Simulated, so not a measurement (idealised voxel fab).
process module | voxel wiring stack
cross-section cut | 265 nm wide | cells 5 nm
A cross-section is a grid of square cells, given in bands from the top down. A band is one or more rows of cells.
Each band's line starts with the height of the band's top and of its bottom, in nm. Then come its materials from left to right, each with its width in nm. One material with "throughout" fills the band from edge to edge. "air" is empty space.
Height 0 is the level under which the wafer as received is all one material. The lowest band goes on downwards, as in "0 down".
A width such as "30 to 40" changes by the same amount from each row of cells to the next, from the band's top row to its bottom row.
"no change" after a step means that no cell of the cross-section changed.
closed voids: empty space of 8 cells or more with no open way to the top, each as width x height at its distance from the left edge, in nm
after a step's settings: what the simulator itself notes on the step
overlay nm, on a step with a mask: how far to the right of its planned place the mask lay; to the left if negative
Each pair below shows a cross-section before one step and the cross-section after it, down to the lowest band that changed. The line under each pair gives the step between them, with its settings. The pairs can come from different runs of this module on the same starting wafer, so a pair continues from the pair above only where its "before" says so.
before
  175 to 170: TiN 105 | air 10 | TiN 35 | air 10 | TiN 105
  170 to 155: lowk 100 | TiN 5 | air 10 | TiN 5 | lowk 25 | TiN 5 | air 10 | TiN 5 | lowk 100
  155 to 150: SiN 100 | TiN 20 | SiN 25 | TiN 20 | SiN 100
  150 to 130: lowk 100 | TiN 5 | W 5 | TiN 5 | lowk 150
  130 to 125: SiCN 100 | TiN 15 | SiCN 150
  125 to 105: lowk 95 | SiN 5 | Ru 20 | SiN 5 | lowk 15 | SiN 5 | Ru 20 | SiN 5 | lowk 95
  105 to 100: SiN 100 | TiN 20 | SiN 25 | TiN 20 | SiN 100
  100 to 90: lowk 100 | TiN 5 | W 5 | TiN 5 | lowk 30 | TiN 5 | W 5 | TiN 5 | lowk 105
  90 to 85: SiCN 100 | TiN 15 | SiCN 30 | TiN 15 | SiCN 105
  85 to 60: lowk 100 | TiN 5 | Cu 10 | TiN 5 | lowk 25 | TiN 5 | Cu 10 | TiN 5 | lowk 100
  60 to 55: SiCN 100 | TiN 20 | SiCN 25 | TiN 20 | SiCN 100
  55 to 50: Ru throughout
  50 to 40: Cu throughout
  40 to 35: TiN 105 | Cu 10 | TiN 35 | Cu 10 | TiN 105
  35 to 15: lowk 100 | TiN 5 | Cu 10 | TiN 5 | lowk 25 | TiN 5 | Cu 10 | TiN 5 | lowk 100
  15 to 10: SiCN 100 | TiN 20 | SiCN 25 | TiN 20 | SiCN 100
  10 to 0: SiO2 throughout
  0 down: Si throughout
  closed voids: none
after
  185 to 175: Cu throughout
  175 to 170: TiN 105 | Cu 10 | TiN 35 | Cu 10 | TiN 105
  170 to 155: lowk 100 | TiN 5 | Cu 10 | TiN 5 | lowk 25 | TiN 5 | Cu 10 | TiN 5 | lowk 100
  below 155: unchanged
  closed voids: none
the step between: op FILL_DEP | material Cu | thk nm 10
before: the cross-section after the pair above
after
  170 to 155: lowk 100 | TiN 5 | Cu 10 | TiN 5 | lowk 25 | TiN 5 | Cu 10 | TiN 5 | lowk 100
  below 155: unchanged
  closed voids: none
the step between: op CMP | height nm 170
before: the cross-section after the pair above
after
  175 to 170: SiCN throughout
  below 170: unchanged
  closed voids: none
the step between: op CONFORMAL_DEP | material SiCN | thk nm 5
before
  100 to 90: Cu throughout
  90 to 85: TiN 105 | Cu 10 | TiN 35 | Cu 10 | TiN 105
  85 to 60: lowk 100 | TiN 5 | Cu 10 | TiN 5 | lowk 25 | TiN 5 | Cu 10 | TiN 5 | lowk 100
  60 to 55: SiCN 100 | TiN 20 | SiCN 25 | TiN 20 | SiCN 100
  55 to 45: lowk 100 | TiN 5 | Cu 5 | TiN 5 | lowk 30 | TiN 5 | Cu 5 | TiN 5 | lowk 105
  45 to 40: SiCN 100 | TiN 15 | SiCN 30 | TiN 15 | SiCN 105
  40 to 35: SiCN 95 | Ru 30 | SiCN 15 | Ru 30 | SiCN 95
  35 to 15: lowk 100 | TiN 5 | Cu 10 | TiN 5 | lowk 25 | TiN 5 | Cu 10 | TiN 5 | lowk 100
  15 to 10: SiCN 100 | TiN 20 | SiCN 25 | TiN 20 | SiCN 100
  10 to 0: SiO2 throughout
  0 down: Si throughout
  closed voids: none
after
  110 to 90: Cu throughout
  below 90: unchanged
  closed voids: none
the step between: op FILL_DEP | material Cu | thk nm 10
before: the cross-section after the pair above
after
  85 to 60: lowk 100 | TiN 5 | Cu 10 | TiN 5 | lowk 25 | TiN 5 | Cu 10 | TiN 5 | lowk 100
  below 60: unchanged
  closed voids: none
the step between: op CMP | height nm 85
before
  125 to 105: lowk 95 | SiN 5 | Ru 20 | SiN 5 | lowk 15 | SiN 5 | Ru 20 | SiN 5 | lowk 95
  105 to 100: SiN 100 | TiN 20 | SiN 25 | TiN 20 | SiN 100
  100 to 90: lowk 100 | TiN 5 | W 5 | TiN 5 | lowk 30 | TiN 5 | W 5 | TiN 5 | lowk 105
  90 to 85: SiCN 100 | TiN 15 | SiCN 30 | TiN 15 | SiCN 105
  85 to 60: lowk 100 | TiN 5 | Cu 10 | TiN 5 | lowk 25 | TiN 5 | Cu 10 | TiN 5 | lowk 100
  60 to 55: SiCN 100 | TiN 20 | SiCN 25 | TiN 20 | SiCN 100
  55 to 45: lowk 100 | TiN 5 | Cu 5 | TiN 5 | lowk 30 | TiN 5 | Cu 5 | TiN 5 | lowk 105
  45 to 40: SiCN 100 | TiN 15 | SiCN 30 | TiN 15 | SiCN 105
  40 to 35: SiCN 95 | Ru 30 | SiCN 15 | Ru 30 | SiCN 95
  35 to 15: lowk 100 | TiN 5 | Cu 10 | TiN 5 | lowk 25 | TiN 5 | Cu 10 | TiN 5 | lowk 100
  15 to 10: SiCN 100 | TiN 20 | SiCN 25 | TiN 20 | SiCN 100
  10 to 0: SiO2 throughout
  0 down: Si throughout
  closed voids: none
after
  145 to 125: lowk throughout
  below 125: unchanged
  closed voids: none
the step between: op DIRECTIONAL_DEP | material lowk | thk nm 20
before: the cross-section after the pair above
after
  150 to 145: SiCN throughout
  below 145: unchanged
  closed voids: none
the step between: op CONFORMAL_DEP | material SiCN | thk nm 5
before: the cross-section after the pair above
after
  165 to 150: aC throughout
  below 150: unchanged
  closed voids: none
the step between: op DIRECTIONAL_DEP | material aC | thk nm 15
before: the cross-section after the pair above
after
  195 to 165: resist 100 | air 15 | resist 150
  below 165: unchanged
  closed voids: none
the step between: op PATTERN | tone open | mask id PLUG_3 | material resist | width nm 15 | thk nm 30 | overlay nm 0
before: the cross-section after the pair above
after
  180 to 165: resist 100 | air 15 | resist 150
  165 to 150: aC 100 | air 15 | aC 150
  below 150: unchanged
  closed voids: none
the step between: op DIRECTIONAL_ETCH | etch materials aC | depth nm 15
before: the cross-section after the pair above
after
  165 to 150: aC 100 | air 15 | aC 150
  below 150: unchanged
  closed voids: none
the step between: op STRIP | etch materials resist
before: the cross-section after the pair above
after
  165 to 150: aC 100 | air 15 | aC 150
  150 to 145: SiCN 100 | air 15 | SiCN 150
  below 145: unchanged
  closed voids: none
the step between: op DIRECTIONAL_ETCH | etch materials SiCN | depth nm 5
before: the cross-section after the pair above
after
  150 to 145: SiCN 100 | air 15 | SiCN 150
  below 145: unchanged
  closed voids: none
the step between: op STRIP | etch materials aC
before: the cross-section after the pair above
after
  155 to 150: TiN 105 | air 5 | TiN 155
  150 to 145: SiCN 100 | TiN 15 | SiCN 150
  below 145: unchanged
  closed voids: none
the step between: op CONFORMAL_DEP | material TiN | thk nm 5
before: the cross-section after the pair above
after
  165 to 155: W throughout
  155 to 150: TiN 105 | W 5 | TiN 155
  below 150: unchanged
  closed voids: none
the step between: op FILL_DEP | material W | thk nm 10
before: the cross-section after the pair above
after
  150 to 145: SiCN 100 | TiN 15 | SiCN 150
  below 145: unchanged
  closed voids: none
the step between: op CMP | height nm 150
before: the cross-section after the pair above
after
  155 to 150: SiN throughout
  below 150: unchanged
  closed voids: none
the step between: op CONFORMAL_DEP | material SiN | thk nm 5
before: the cross-section after the pair above
after
  170 to 155: lowk throughout
  below 155: unchanged
  closed voids: none
the step between: op DIRECTIONAL_DEP | material lowk | thk nm 15
before: the cross-section after the pair above
after
  185 to 170: resist 100 | air 20 | resist 25 | air 20 | resist 100
  below 170: unchanged
  closed voids: none
the step between: op PATTERN | tone open | mask id METAL_4 | material resist | width nm 20 | pitch nm 45 | thk nm 15 | overlay nm 0
before: the cross-section after the pair above
after
  185 to 170: resist 100 | air 20 | resist 25 | air 20 | resist 100
  170 to 155: lowk 100 | air 20 | lowk 25 | air 20 | lowk 100
  below 155: unchanged
  closed voids: none
the step between: op DIRECTIONAL_ETCH | etch materials lowk | depth nm 15
before: the cross-section after the pair above
after
  185 to 170: resist 100 | air 20 | resist 25 | air 20 | resist 100
  170 to 155: lowk 100 | air 20 | lowk 25 | air 20 | lowk 100
  155 to 150: SiN 100 | air 20 | SiN 25 | air 20 | SiN 100
  below 150: unchanged
  closed voids: none
the step between: op DIRECTIONAL_ETCH | etch materials SiN | depth nm 5
before: the cross-section after the pair above
after
  170 to 155: lowk 100 | air 20 | lowk 25 | air 20 | lowk 100
  below 155: unchanged
  closed voids: none
the step between: op STRIP | etch materials resist
before: the cross-section after the pair above
after
  175 to 170: TiN 105 | air 10 | TiN 35 | air 10 | TiN 105
  170 to 155: lowk 100 | TiN 5 | air 10 | TiN 5 | lowk 25 | TiN 5 | air 10 | TiN 5 | lowk 100
  155 to 150: SiN 100 | TiN 20 | SiN 25 | TiN 20 | SiN 100
  below 150: unchanged
  closed voids: none
the step between: op CONFORMAL_DEP | material TiN | thk nm 5
before: the cross-section after the pair above
after
  185 to 175: Cu throughout
  175 to 170: TiN 105 | Cu 10 | TiN 35 | Cu 10 | TiN 105
  170 to 155: lowk 100 | TiN 5 | Cu 10 | TiN 5 | lowk 25 | TiN 5 | Cu 10 | TiN 5 | lowk 100
  below 155: unchanged
  closed voids: none
the step between: op FILL_DEP | material Cu | thk nm 10
before: the cross-section after the pair above
after
  170 to 155: lowk 100 | TiN 5 | Cu 10 | TiN 5 | lowk 25 | TiN 5 | Cu 10 | TiN 5 | lowk 100
  below 155: unchanged
  closed voids: none
the step between: op CMP | height nm 170
before: the cross-section after the pair above
after
  175 to 170: SiCN throughout
  below 170: unchanged
  closed voids: none
the step between: op CONFORMAL_DEP | material SiCN | thk nm 5
before
  55 to 45: lowk 100 | TiN 5 | Cu 5 | TiN 5 | lowk 30 | TiN 5 | Cu 5 | TiN 5 | lowk 105
  45 to 40: SiCN 100 | TiN 15 | SiCN 30 | TiN 15 | SiCN 105
  40 to 35: SiCN 95 | Ru 30 | SiCN 15 | Ru 30 | SiCN 95
  35 to 15: lowk 100 | TiN 5 | Cu 10 | TiN 5 | lowk 25 | TiN 5 | Cu 10 | TiN 5 | lowk 100
  15 to 10: SiCN 100 | TiN 20 | SiCN 25 | TiN 20 | SiCN 100
  10 to 0: SiO2 throughout
  0 down: Si throughout
  closed voids: none
after
  70 to 55: SiCN throughout
  below 55: unchanged
  closed voids: none
the step between: op CONFORMAL_DEP | material SiCN | thk nm 15
before: the cross-section after the pair above
after
  95 to 70: lowk throughout
  below 70: unchanged
  closed voids: none
the step between: op DIRECTIONAL_DEP | material lowk | thk nm 25
before: the cross-section after the pair above
after
  95 to 70: lowk 100 | air 20 | lowk 25 | air 20 | lowk 100
  below 70: unchanged
  closed voids: none
the step between: op MASKED_ETCH | tone open | mask id METAL_2 | width nm 20 | pitch nm 45 | etch materials lowk | depth nm 25 | overlay nm 0
before: the cross-section after the pair above
after
  95 to 70: lowk 100 | air 20 | lowk 25 | air 20 | lowk 100
  70 to 65: SiCN 100 | air 20 | SiCN 25 | air 20 | SiCN 100
  below 65: unchanged
  closed voids: none
the step between: op MASKED_ETCH | tone open | mask id METAL_2 | width nm 20 | pitch nm 45 | etch materials SiCN | depth nm 5 | overlay nm 0
before: the cross-section after the pair above
after
  100 to 95: TiN 105 | air 10 | TiN 35 | air 10 | TiN 105
  95 to 70: lowk 100 | TiN 5 | air 10 | TiN 5 | lowk 25 | TiN 5 | air 10 | TiN 5 | lowk 100
  70 to 65: SiCN 100 | TiN 20 | SiCN 25 | TiN 20 | SiCN 100
  below 65: unchanged
  closed voids: none
the step between: op CONFORMAL_DEP | material TiN | thk nm 5
before: the cross-section after the pair above
after
  110 to 100: Cu throughout
  100 to 95: TiN 105 | Cu 10 | TiN 35 | Cu 10 | TiN 105
  95 to 70: lowk 100 | TiN 5 | Cu 10 | TiN 5 | lowk 25 | TiN 5 | Cu 10 | TiN 5 | lowk 100
  below 70: unchanged
  closed voids: none
the step between: op FILL_DEP | material Cu | thk nm 10
before: the cross-section after the pair above
after
  85 to 70: lowk 100 | TiN 5 | Cu 10 | TiN 5 | lowk 25 | TiN 5 | Cu 10 | TiN 5 | lowk 100
  below 70: unchanged
  closed voids: none
the step between: op CMP | height nm 85
before: the cross-section after the pair above
after
  90 to 85: SiCN throughout
  below 85: unchanged
  closed voids: none
the step between: op CONFORMAL_DEP | material SiCN | thk nm 5
before: the cross-section after the pair above
after
  100 to 90: lowk throughout
  below 90: unchanged
  closed voids: none
the step between: op DIRECTIONAL_DEP | material lowk | thk nm 10
before: the cross-section after the pair above
after
  120 to 100: resist 100 | air 15 | resist 30 | air 15 | resist 105
  below 100: unchanged
  closed voids: none
the step between: op PATTERN | tone open | mask id PLUG_2 | material resist | width nm 15 | pitch nm 45 | thk nm 20 | overlay nm 0
before: the cross-section after the pair above
after
  120 to 100: resist 100 | air 15 | resist 30 | air 15 | resist 105
  100 to 90: lowk 100 | air 15 | lowk 30 | air 15 | lowk 105
  below 90: unchanged
  closed voids: none
the step between: op DIRECTIONAL_ETCH | etch materials lowk | depth nm 10
before: the cross-section after the pair above
after
  120 to 100: resist 100 | air 15 | resist 30 | air 15 | resist 105
  100 to 90: lowk 100 | air 15 | lowk 30 | air 15 | lowk 105
  90 to 85: SiCN 100 | air 15 | SiCN 30 | air 15 | SiCN 105
  below 85: unchanged
  closed voids: none
the step between: op DIRECTIONAL_ETCH | etch materials SiCN | depth nm 5
before: the cross-section after the pair above
after
  100 to 90: lowk 100 | air 15 | lowk 30 | air 15 | lowk 105
  below 90: unchanged
  closed voids: none
the step between: op STRIP | etch materials resist
before: the cross-section after the pair above
after
  105 to 100: TiN 105 | air 5 | TiN 40 | air 5 | TiN 110
  100 to 90: lowk 100 | TiN 5 | air 5 | TiN 5 | lowk 30 | TiN 5 | air 5 | TiN 5 | lowk 105
  90 to 85: SiCN 100 | TiN 15 | SiCN 30 | TiN 15 | SiCN 105
  below 85: unchanged
  closed voids: none
the step between: op CONFORMAL_DEP | material TiN | thk nm 5
before: the cross-section after the pair above
after
  115 to 105: W throughout
  105 to 100: TiN 105 | W 5 | TiN 40 | W 5 | TiN 110
  100 to 90: lowk 100 | TiN 5 | W 5 | TiN 5 | lowk 30 | TiN 5 | W 5 | TiN 5 | lowk 105
  below 90: unchanged
  closed voids: none
the step between: op FILL_DEP | material W | thk nm 10
before: the cross-section after the pair above
after
  100 to 90: lowk 100 | TiN 5 | W 5 | TiN 5 | lowk 30 | TiN 5 | W 5 | TiN 5 | lowk 105
  below 90: unchanged
  closed voids: none
the step between: op CMP | height nm 100
before: the cross-section after the pair above
after
  105 to 100: TiN throughout
  below 100: unchanged
  closed voids: none
the step between: op DIRECTIONAL_DEP | material TiN | thk nm 5
before: the cross-section after the pair above
after
  125 to 105: Ru throughout
  below 105: unchanged
  closed voids: none
the step between: op DIRECTIONAL_DEP | material Ru | thk nm 20
before: the cross-section after the pair above
after
  125 to 105: air 100 | Ru 20 | air 25 | Ru 20 | air 100
  below 105: unchanged
  closed voids: none
the step between: op MASKED_ETCH | tone cover | mask id METAL_3 | width nm 20 | pitch nm 45 | etch materials Ru | depth nm 20 | overlay nm 0
before: the cross-section after the pair above
after
  125 to 105: air 100 | Ru 20 | air 25 | Ru 20 | air 100
  105 to 100: air 100 | TiN 20 | air 25 | TiN 20 | air 100
  below 100: unchanged
  closed voids: none
the step between: op MASKED_ETCH | tone cover | mask id METAL_3 | width nm 20 | pitch nm 45 | etch materials TiN | depth nm 5 | overlay nm 0
before: the cross-section after the pair above
after
  130 to 125: air 95 | SiN 30 | air 15 | SiN 30 | air 95
  125 to 105: air 95 | SiN 5 | Ru 20 | SiN 5 | air 15 | SiN 5 | Ru 20 | SiN 5 | air 95
  105 to 100: SiN 100 | TiN 20 | SiN 25 | TiN 20 | SiN 100
  below 100: unchanged
  closed voids: none
the step between: op CONFORMAL_DEP | material SiN | thk nm 5
before: the cross-section after the pair above
after
  135 to 130: lowk throughout
  130 to 125: lowk 95 | SiN 30 | lowk 15 | SiN 30 | lowk 95
  125 to 105: lowk 95 | SiN 5 | Ru 20 | SiN 5 | lowk 15 | SiN 5 | Ru 20 | SiN 5 | lowk 95
  below 105: unchanged
  closed voids: none
the step between: op FILL_DEP | material lowk | thk nm 5
before: the cross-section after the pair above
after
  125 to 105: lowk 95 | SiN 5 | Ru 20 | SiN 5 | lowk 15 | SiN 5 | Ru 20 | SiN 5 | lowk 95
  below 105: unchanged
  closed voids: none
the step between: op CMP | height nm 125
before: the cross-section after the pair above
after
  130 to 125: SiCN throughout
  below 125: unchanged
  closed voids: none
the step between: op CONFORMAL_DEP | material SiCN | thk nm 5
before: the cross-section after the pair above
after
  150 to 130: lowk throughout
  below 130: unchanged
  closed voids: none
the step between: op DIRECTIONAL_DEP | material lowk | thk nm 20
before: the cross-section after the pair above
after
  165 to 150: aC throughout
  below 150: unchanged
  closed voids: none
the step between: op DIRECTIONAL_DEP | material aC | thk nm 15
before: the cross-section after the pair above
after
  195 to 165: resist 100 | air 15 | resist 150
  below 165: unchanged
  closed voids: none
the step between: op PATTERN | tone open | mask id PLUG_3 | material resist | width nm 15 | thk nm 30 | overlay nm 0
before: the cross-section after the pair above
after
  180 to 165: resist 100 | air 15 | resist 150
  165 to 150: aC 100 | air 15 | aC 150
  below 150: unchanged
  closed voids: none
the step between: op DIRECTIONAL_ETCH | etch materials aC | depth nm 15
before: the cross-section after the pair above
after
  165 to 150: aC 100 | air 15 | aC 150
  below 150: unchanged
  closed voids: none
the step between: op STRIP | etch materials resist
before: the cross-section after the pair above
after
  165 to 150: aC 100 | air 15 | aC 150
  150 to 130: lowk 100 | air 15 | lowk 150
  below 130: unchanged
  closed voids: none
the step between: op DIRECTIONAL_ETCH | etch materials lowk | depth nm 20
before: the cross-section after the pair above
after
  165 to 150: aC 100 | air 15 | aC 150
  150 to 130: lowk 100 | air 15 | lowk 150
  130 to 125: SiCN 100 | air 15 | SiCN 150
  below 125: unchanged
  closed voids: none
the step between: op DIRECTIONAL_ETCH | etch materials SiCN | depth nm 5
before: the cross-section after the pair above
after
  150 to 130: lowk 100 | air 15 | lowk 150
  below 130: unchanged
  closed voids: none
the step between: op STRIP | etch materials aC
before: the cross-section after the pair above
after
  155 to 150: TiN 105 | air 5 | TiN 155
  150 to 130: lowk 100 | TiN 5 | air 5 | TiN 5 | lowk 150
  130 to 125: SiCN 100 | TiN 15 | SiCN 150
  below 125: unchanged
  closed voids: none
the step between: op CONFORMAL_DEP | material TiN | thk nm 5
before: the cross-section after the pair above
after
  165 to 155: W throughout
  155 to 150: TiN 105 | W 5 | TiN 155
  150 to 130: lowk 100 | TiN 5 | W 5 | TiN 5 | lowk 150
  below 130: unchanged
  closed voids: none
the step between: op FILL_DEP | material W | thk nm 10
before: the cross-section after the pair above
after
  150 to 130: lowk 100 | TiN 5 | W 5 | TiN 5 | lowk 150
  below 130: unchanged
  closed voids: none
the step between: op CMP | height nm 150
before: the cross-section after the pair above
after
  155 to 150: SiN throughout
  below 150: unchanged
  closed voids: none
the step between: op CONFORMAL_DEP | material SiN | thk nm 5
before: the cross-section after the pair above
after
  170 to 155: lowk throughout
  below 155: unchanged
  closed voids: none
the step between: op DIRECTIONAL_DEP | material lowk | thk nm 15
before: the cross-section after the pair above
after
  185 to 170: resist 100 | air 20 | resist 25 | air 20 | resist 100
  below 170: unchanged
  closed voids: none
the step between: op PATTERN | tone open | mask id METAL_4 | material resist | width nm 20 | pitch nm 45 | thk nm 15 | overlay nm 0
before: the cross-section after the pair above
after
  185 to 170: resist 100 | air 20 | resist 25 | air 20 | resist 100
  170 to 155: lowk 100 | air 20 | lowk 25 | air 20 | lowk 100
  below 155: unchanged
  closed voids: none
the step between: op DIRECTIONAL_ETCH | etch materials lowk | depth nm 15
before: the cross-section after the pair above
after
  185 to 170: resist 100 | air 20 | resist 25 | air 20 | resist 100
  170 to 155: lowk 100 | air 20 | lowk 25 | air 20 | lowk 100
  155 to 150: SiN 100 | air 20 | SiN 25 | air 20 | SiN 100
  below 150: unchanged
  closed voids: none
the step between: op DIRECTIONAL_ETCH | etch materials SiN | depth nm 5
before: the cross-section after the pair above
after
  170 to 155: lowk 100 | air 20 | lowk 25 | air 20 | lowk 100
  below 155: unchanged
  closed voids: none
the step between: op STRIP | etch materials resist
before: the cross-section after the pair above
after
  175 to 170: TiN 105 | air 10 | TiN 35 | air 10 | TiN 105
  170 to 155: lowk 100 | TiN 5 | air 10 | TiN 5 | lowk 25 | TiN 5 | air 10 | TiN 5 | lowk 100
  155 to 150: SiN 100 | TiN 20 | SiN 25 | TiN 20 | SiN 100
  below 150: unchanged
  closed voids: none
the step between: op CONFORMAL_DEP | material TiN | thk nm 5
before: the cross-section after the pair above
after
  185 to 175: Cu throughout
  175 to 170: TiN 105 | Cu 10 | TiN 35 | Cu 10 | TiN 105
  170 to 155: lowk 100 | TiN 5 | Cu 10 | TiN 5 | lowk 25 | TiN 5 | Cu 10 | TiN 5 | lowk 100
  below 155: unchanged
  closed voids: none
the step between: op FILL_DEP | material Cu | thk nm 10
before: the cross-section after the pair above
after
  170 to 155: lowk 100 | TiN 5 | Cu 10 | TiN 5 | lowk 25 | TiN 5 | Cu 10 | TiN 5 | lowk 100
  below 155: unchanged
  closed voids: none
the step between: op CMP | height nm 170
before: the cross-section after the pair above
after
  175 to 170: SiCN throughout
  below 170: unchanged
  closed voids: none
the step between: op CONFORMAL_DEP | material SiCN | thk nm 5
before
  100 to 90: lowk throughout
  90 to 85: SiCN throughout
  85 to 60: lowk 100 | TiN 5 | Cu 10 | TiN 5 | lowk 25 | TiN 5 | Cu 10 | TiN 5 | lowk 100
  60 to 55: SiCN 100 | TiN 20 | SiCN 25 | TiN 20 | SiCN 100
  55 to 45: lowk 100 | TiN 5 | Cu 5 | TiN 5 | lowk 30 | TiN 5 | Cu 5 | TiN 5 | lowk 105
  45 to 40: SiCN 100 | TiN 15 | SiCN 30 | TiN 15 | SiCN 105
  40 to 35: SiCN 95 | Ru 30 | SiCN 15 | Ru 30 | SiCN 95
  35 to 15: lowk 100 | TiN 5 | Cu 10 | TiN 5 | lowk 25 | TiN 5 | Cu 10 | TiN 5 | lowk 100
  15 to 10: SiCN 100 | TiN 20 | SiCN 25 | TiN 20 | SiCN 100
  10 to 0: SiO2 throughout
  0 down: Si throughout
  closed voids: none
after
  120 to 100: resist 95 | air 25 | resist 20 | air 25 | resist 100
  below 100: unchanged
  closed voids: none
the step between: op PATTERN | tone open | mask id PLUG_2 | material resist | width nm 25 | pitch nm 45 | thk nm 20 | overlay nm 0
before: the cross-section after the pair above
after
  120 to 100: resist 95 | air 25 | resist 20 | air 25 | resist 100
  100 to 90: lowk 95 | air 25 | lowk 20 | air 25 | lowk 100
  below 90: unchanged
  closed voids: none
the step between: op DIRECTIONAL_ETCH | etch materials lowk | depth nm 10
before: the cross-section after the pair above
after
  120 to 100: resist 95 | air 25 | resist 20 | air 25 | resist 100
  100 to 90: lowk 95 | air 25 | lowk 20 | air 25 | lowk 100
  90 to 85: SiCN 95 | air 25 | SiCN 20 | air 25 | SiCN 100
  below 85: unchanged
  closed voids: none
the step between: op DIRECTIONAL_ETCH | etch materials SiCN | depth nm 5
before: the cross-section after the pair above
after
  100 to 90: lowk 95 | air 25 | lowk 20 | air 25 | lowk 100
  below 90: unchanged
  closed voids: none
the step between: op STRIP | etch materials resist
before: the cross-section after the pair above
after
  105 to 100: TiN 100 | air 15 | TiN 30 | air 15 | TiN 105
  100 to 90: lowk 95 | TiN 5 | air 15 | TiN 5 | lowk 20 | TiN 5 | air 15 | TiN 5 | lowk 100
  90 to 85: SiCN 95 | TiN 25 | SiCN 20 | TiN 25 | SiCN 100
  below 85: unchanged
  closed voids: none
the step between: op CONFORMAL_DEP | material TiN | thk nm 5
before: the cross-section after the pair above
after
  115 to 105: W throughout
  105 to 100: TiN 100 | W 15 | TiN 30 | W 15 | TiN 105
  100 to 90: lowk 95 | TiN 5 | W 15 | TiN 5 | lowk 20 | TiN 5 | W 15 | TiN 5 | lowk 100
  below 90: unchanged
  closed voids: none
the step between: op FILL_DEP | material W | thk nm 10
before: the cross-section after the pair above
after
  100 to 90: lowk 95 | TiN 5 | W 15 | TiN 5 | lowk 20 | TiN 5 | W 15 | TiN 5 | lowk 100
  below 90: unchanged
  closed voids: none
the step between: op CMP | height nm 100
before: the cross-section after the pair above
after
  105 to 100: TiN throughout
  below 100: unchanged
  closed voids: none
the step between: op DIRECTIONAL_DEP | material TiN | thk nm 5
before: the cross-section after the pair above
after
  125 to 105: Ru throughout
  below 105: unchanged
  closed voids: none
the step between: op DIRECTIONAL_DEP | material Ru | thk nm 20
before: the cross-section after the pair above
after
  125 to 105: air 100 | Ru 20 | air 25 | Ru 20 | air 100
  below 105: unchanged
  closed voids: none
the step between: op MASKED_ETCH | tone cover | mask id METAL_3 | width nm 20 | pitch nm 45 | etch materials Ru | depth nm 20 | overlay nm 0
before: the cross-section after the pair above
after
  125 to 105: air 100 | Ru 20 | air 25 | Ru 20 | air 100
  105 to 100: air 100 | TiN 20 | air 25 | TiN 20 | air 100
  below 100: unchanged
  closed voids: none
the step between: op MASKED_ETCH | tone cover | mask id METAL_3 | width nm 20 | pitch nm 45 | etch materials TiN | depth nm 5 | overlay nm 0
before: the cross-section after the pair above
after
  130 to 125: air 95 | SiN 30 | air 15 | SiN 30 | air 95
  125 to 105: air 95 | SiN 5 | Ru 20 | SiN 5 | air 15 | SiN 5 | Ru 20 | SiN 5 | air 95
  105 to 100: SiN 100 | TiN 20 | SiN 25 | TiN 20 | SiN 100
  below 100: unchanged
  closed voids: none
the step between: op CONFORMAL_DEP | material SiN | thk nm 5
before: the cross-section after the pair above
after
  135 to 130: lowk throughout
  130 to 125: lowk 95 | SiN 30 | lowk 15 | SiN 30 | lowk 95
  125 to 105: lowk 95 | SiN 5 | Ru 20 | SiN 5 | lowk 15 | SiN 5 | Ru 20 | SiN 5 | lowk 95
  below 105: unchanged
  closed voids: none
the step between: op FILL_DEP | material lowk | thk nm 5
before: the cross-section after the pair above
after
  125 to 105: lowk 95 | SiN 5 | Ru 20 | SiN 5 | lowk 15 | SiN 5 | Ru 20 | SiN 5 | lowk 95
  below 105: unchanged
  closed voids: none
the step between: op CMP | height nm 125
before: the cross-section after the pair above
after
  130 to 125: SiCN throughout
  below 125: unchanged
  closed voids: none
the step between: op CONFORMAL_DEP | material SiCN | thk nm 5
before: the cross-section after the pair above
after
  150 to 130: lowk throughout
  below 130: unchanged
  closed voids: none
the step between: op DIRECTIONAL_DEP | material lowk | thk nm 20
before: the cross-section after the pair above
after
  165 to 150: aC throughout
  below 150: unchanged
  closed voids: none
the step between: op DIRECTIONAL_DEP | material aC | thk nm 15
before: the cross-section after the pair above
after
  195 to 165: resist 100 | air 15 | resist 150
  below 165: unchanged
  closed voids: none
the step between: op PATTERN | tone open | mask id PLUG_3 | material resist | width nm 15 | thk nm 30 | overlay nm 0
before: the cross-section after the pair above
after
  180 to 165: resist 100 | air 15 | resist 150
  165 to 150: aC 100 | air 15 | aC 150
  below 150: unchanged
  closed voids: none
the step between: op DIRECTIONAL_ETCH | etch materials aC | depth nm 15
before: the cross-section after the pair above
after
  165 to 150: aC 100 | air 15 | aC 150
  below 150: unchanged
  closed voids: none
the step between: op STRIP | etch materials resist
before: the cross-section after the pair above
after
  165 to 150: aC 100 | air 15 | aC 150
  150 to 130: lowk 100 | air 15 | lowk 150
  below 130: unchanged
  closed voids: none
the step between: op DIRECTIONAL_ETCH | etch materials lowk | depth nm 20
before: the cross-section after the pair above
after
  165 to 150: aC 100 | air 15 | aC 150
  150 to 130: lowk 100 | air 15 | lowk 150
  130 to 125: SiCN 100 | air 15 | SiCN 150
  below 125: unchanged
  closed voids: none
the step between: op DIRECTIONAL_ETCH | etch materials SiCN | depth nm 5
before: the cross-section after the pair above
after
  150 to 130: lowk 100 | air 15 | lowk 150
  below 130: unchanged
  closed voids: none
the step between: op STRIP | etch materials aC
before: the cross-section after the pair above
after
  155 to 150: TiN 105 | air 5 | TiN 155
  150 to 130: lowk 100 | TiN 5 | air 5 | TiN 5 | lowk 150
  130 to 125: SiCN 100 | TiN 15 | SiCN 150
  below 125: unchanged
  closed voids: none
the step between: op CONFORMAL_DEP | material TiN | thk nm 5
before: the cross-section after the pair above
after
  165 to 155: W throughout
  155 to 150: TiN 105 | W 5 | TiN 155
  150 to 130: lowk 100 | TiN 5 | W 5 | TiN 5 | lowk 150
  below 130: unchanged
  closed voids: none
the step between: op FILL_DEP | material W | thk nm 10
before: the cross-section after the pair above
after
  150 to 130: lowk 100 | TiN 5 | W 5 | TiN 5 | lowk 150
  below 130: unchanged
  closed voids: none
the step between: op CMP | height nm 150
before: the cross-section after the pair above
after
  155 to 150: SiN throughout
  below 150: unchanged
  closed voids: none
the step between: op CONFORMAL_DEP | material SiN | thk nm 5
before: the cross-section after the pair above
after
  170 to 155: lowk throughout
  below 155: unchanged
  closed voids: none
the step between: op DIRECTIONAL_DEP | material lowk | thk nm 15
before: the cross-section after the pair above
after
  185 to 170: resist 100 | air 20 | resist 25 | air 20 | resist 100
  below 170: unchanged
  closed voids: none
the step between: op PATTERN | tone open | mask id METAL_4 | material resist | width nm 20 | pitch nm 45 | thk nm 15 | overlay nm 0
before: the cross-section after the pair above
after
  185 to 170: resist 100 | air 20 | resist 25 | air 20 | resist 100
  170 to 155: lowk 100 | air 20 | lowk 25 | air 20 | lowk 100
  below 155: unchanged
  closed voids: none
the step between: op DIRECTIONAL_ETCH | etch materials lowk | depth nm 15
